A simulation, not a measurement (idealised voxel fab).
The process module presented herein is designated voxel gate over fins.
Cross-section cut spans 295 nm and uses square cells 5 nm in size.
A cross-section is a grid of square cells, given in bands from the top down. A band is one or more rows of cells. In this notation a band is specified by the heights of its top and bottom, in that order and in nm, after which its materials appear from left to right, each paired with its width in nm. The word "full width" attached to a single material means that material fills the band from edge to edge; the word "blank" stands for empty space. It should be noted that heights are counted from 0, beneath which the wafer as supplied is of one material throughout, and that the lowest band possesses no lower boundary but continues downward, as written in "from 0 down". Quick explanation for "30..40": the width changes in equal steps down the rows of cells, from the first number in the band's top row to the second number in its bottom row. When a step is marked "nothing altered", none of the cells in the cross-section changed during that step. Reported under the label "Enclosed internal voids" are the empty spaces having no open way to the top and comprising 8 cells or more; the notation for each is width x height at distance, in which the distance is measured from the left edge and all three values are in nm. Read whatever lies past the settings on a step's line as the simulator's own remark about the step. overlay nm: step with mask; distance mask lay right of planned place; negative value = left of planned place.
# Planned process steps
1,RECEIVE (material Si)
2,CONFORMAL_DEP (material SiN; thk nm 5)
3,PATTERN (tone cover; mask id FINS; material resist; width nm 15; pitch nm 35; thk nm 15; overlay nm 0)
4,DIRECTIONAL_ETCH (etch materials SiN; depth nm 5)
5,DIRECTIONAL_ETCH (etch materials Si; depth nm 40)
6,STRIP (etch materials resist)
7,FILL_DEP (material SiO2; thk nm 5)
8,CMP (height nm 5)
9,SELECTIVE_ETCH (etch materials SiO2; depth nm 20)
10,STRIP (etch materials SiN)
11,CONFORMAL_DEP (material HfO2; thk nm 5)
12,CONFORMAL_DEP (material TiN; thk nm 5)
13,CONFORMAL_DEP (material TiAl; thk nm 5)
14,CONFORMAL_DEP (material TiN; thk nm 5)
15,FILL_DEP (material W; thk nm 15)
16,CMP (height nm 30)
17,CONFORMAL_DEP (material SiCN; thk nm 10)
# Cross-section, incoming material, after step 1
	from 0 down: Si full width
	Enclosed internal voids: none
# Starting structure and process plan are as shown above, but one mistake was made in running the module; the wafer cross-section at the end of the module follows
	from 40 to 30: SiCN full width
	from 30 to 20: W full width
	from 20 to 15: 65 of W  160 of TiN  70 of W
	from 15 to 10: 65 of W  5 of TiN  150 of TiAl  5 of TiN  70 of W
	from 10 to 5: 65 of W  5 of TiN  5 of TiAl  140 of TiN  5 of TiAl  5 of TiN  70 of W
	from 5 to 0: 70 of TiN  5 of TiAl  5 of TiN  25 of SiCN  10 of TiN  25 of SiCN  10 of TiN  25 of SiCN  10 of TiN  25 of SiCN  5 of TiN  5 of TiAl  75 of TiN
	from 0 to -5: 75 of TiAl  5 of TiN  5 of SiCN  15 of Si  5 of SiCN  10 of TiN  5 of SiCN  15 of Si  5 of SiCN  10 of TiN  5 of SiCN  15 of Si  5 of SiCN  10 of TiN  5 of SiCN  15 of Si  5 of SiCN  5 of TiN  80 of TiAl
	from -5 to -10: 80 of TiN  5 of SiCN  15 of Si  5 of SiCN  10 of TiN  5 of SiCN  15 of Si  5 of SiCN  10 of TiN  5 of SiCN  15 of Si  5 of SiCN  10 of TiN  5 of SiCN  15 of Si  5 of SiCN  85 of TiN
	from -10 to -15: 85 of SiCN  15 of Si  20 of SiCN  15 of Si  20 of SiCN  15 of Si  20 of SiCN  15 of Si  90 of SiCN
	from -15 to -40: 85 of SiO2  15 of Si  20 of SiO2  15 of Si  20 of SiO2  15 of Si  20 of SiO2  15 of Si  90 of SiO2
	from -40 down: Si full width
	Enclosed internal voids: none
The mistake made against the process plan was this: for step 11, the planned setting was not used; the step was instead run as CONFORMAL_DEP (material SiCN; thk nm 5)
